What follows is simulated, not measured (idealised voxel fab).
Process module in this document: voxel double patterning
Cross-sectional view cut (width: 265 nm; square cell size: 5 nm).
Bands, listed from the top down, are how a cross-section gets written in this document; the cross-section itself is a grid of square cells, and a band is one or more rows of them.
It is stipulated that each band's entry specify, in nanometres, the height of the top of the band and then that of its bottom, followed by the materials of the band in left-to-right sequence, each together with its width in nanometres. A single material marked by the word "throughout" is understood to fill the band from edge to edge; the word "blank" is understood to denote empty space.
Convention: height 0 is the level below which the wafer, as received, is all one material. The lowest band does not terminate at the bottom but continues downward, represented as "from 0 down".
It should be noted that a width expressed as "30->40" varies in equal increments from row to row of cells within the band, taking the value of the first number at the top row and that of the second number at the bottom row.
"no alterations made" means the step left every cell of the cross-section as it was.
"Closed cavities" lists enclosed empty spaces (at least 8 cells, no open path upward to the top), each as width x height at distance from the left edge, in nm.
That trailing text on a step's line, after the settings, is the simulator's own remark on the step.
Regarding "overlay nm": on a step with a mask, it is the distance the mask lay to the right of its planned place; a negative value places it to the left.
## Planned step list for the process
1) RECEIVE with material Si
2) CONFORMAL_DEP with material SiO2, thk nm 5
3) DIRECTIONAL_DEP with material TiN, thk nm 15
4) DIRECTIONAL_DEP with material SiN, thk nm 5
5) MASKED_ETCH with tone open, mask id FIRST, width nm 15, pitch nm 50, etch materials SiN, depth nm 5, overlay nm 0
6) PATTERN with tone open, mask id SECOND, material resist, width nm 15, pitch nm 50, thk nm 15, overlay nm 0
7) DIRECTIONAL_ETCH with etch materials SiN, depth nm 5
8) STRIP with etch materials resist
9) DIRECTIONAL_ETCH with etch materials TiN, depth nm 15
10) STRIP with etch materials SiN
## Received-state cross-section, reflecting completion of step 1
    from 0 down  Si throughout
    Closed cavities: none
## Cross-sectional image of the first of two wafers at the end of the module, the run having proceeded as planned
    from 20 to 5  75 nm TiN  15 nm blank  10 nm TiN  15 nm blank  10 nm TiN  15 nm blank  10 nm TiN  15 nm blank  10 nm TiN  15 nm blank  75 nm TiN
    from 5 to 0  SiO2 throughout
    from 0 down  Si throughout
    Closed cavities: none
## Same start, same plan as the first wafer - but one mistake in the run. Cross-section of the second of the two at the end of the module
    from 35 to 20  75 nm TiN  15 nm blank  10 nm TiN  15 nm blank  10 nm TiN  15 nm blank  10 nm TiN  15 nm blank  10 nm TiN  15 nm blank  75 nm TiN
    from 20 to 5  TiN throughout
    from 5 to 0  SiO2 throughout
    from 0 down  Si throughout
    Closed cavities: none
what went wrong: plan step 3 was conducted twice
Looking at both finished wafers in cells, the second ends up ahead of or behind the first on some materials: 159 more of TiN
